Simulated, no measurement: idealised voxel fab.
This is a process module. Its name is voxel trench capacitor.
295 nm wide, 5 nm square cells: that's cross-section cut.
In what follows, cross-sections appear as grids of square cells, described through bands that run from the top down, where every band is one or more rows of cells.
Heads up on the band format: heights come first, top then bottom, in nm. After that it's the materials left to right, each with its width in nm. A single material flagged "everywhere" fills the whole band edge to edge, and "blank" means there's empty space there.
Height datum 0, below which the as-received substrate wafer is one material. Lowest band open at the bottom, running downward: "0 down".
Top row gets the first number, bottom row gets the second, and each row in between changes by the same step: that is how a band width like "30 to 40" works.
Take "no alteration" at face value: in the step it is given for, the cross-section changed in none of its cells.
The label "Enclosed void entries" introduces a list of the empty spaces, 8 cells or larger, that have no open way up to the top; each entry in it reads width x height at distance, where the distance is taken from the left edge and all three are stated in nm.
The remark found on a step's line after its settings is issued by the simulator itself and pertains to that step.
overlay nm: on a step with a mask, how far right of its planned place the mask lay; negative means left.

Here's what the planned process steps look like
step 1: RECEIVE (material Si)
step 2: CONFORMAL_DEP (material SiN; thk nm 10)
step 3: PATTERN (tone open; mask id TRENCH; material resist; width nm 15; pitch nm 35; thk nm 20; overlay nm 0)
step 4: DIRECTIONAL_ETCH (etch materials SiN; depth nm 10)
step 5: DIRECTIONAL_ETCH (etch materials Si; depth nm 25)
step 6: STRIP (etch materials resist)
step 7: CONFORMAL_DEP (material Al2O3; thk nm 5)
step 8: FILL_DEP (material polySi; thk nm 5)
step 9: CMP (height nm 10)

Cross-section, incoming material, after step 1
0 down = Si everywhere
Enclosed void entries: none

End state of the module in cross-section, given the above starting point and plan and one mistake in execution
10 to 0 = 110 SiN | 5 polySi | 30 SiN | 5 polySi | 30 SiN | 5 polySi | 110 SiN
0 to -20 = 105 Si | 5 SiN | 5 polySi | 5 SiN | 20 Si | 5 SiN | 5 polySi | 5 SiN | 20 Si | 5 SiN | 5 polySi | 5 SiN | 105 Si
-20 to -25 = 105 Si | 15 SiN | 20 Si | 15 SiN | 20 Si | 15 SiN | 105 Si
-25 down = Si everywhere
Enclosed void entries: none
Which mistake was made when the wafer was run? step 7, actual vs plan mismatch, actual run CONFORMAL_DEP (material SiN; thk nm 5)
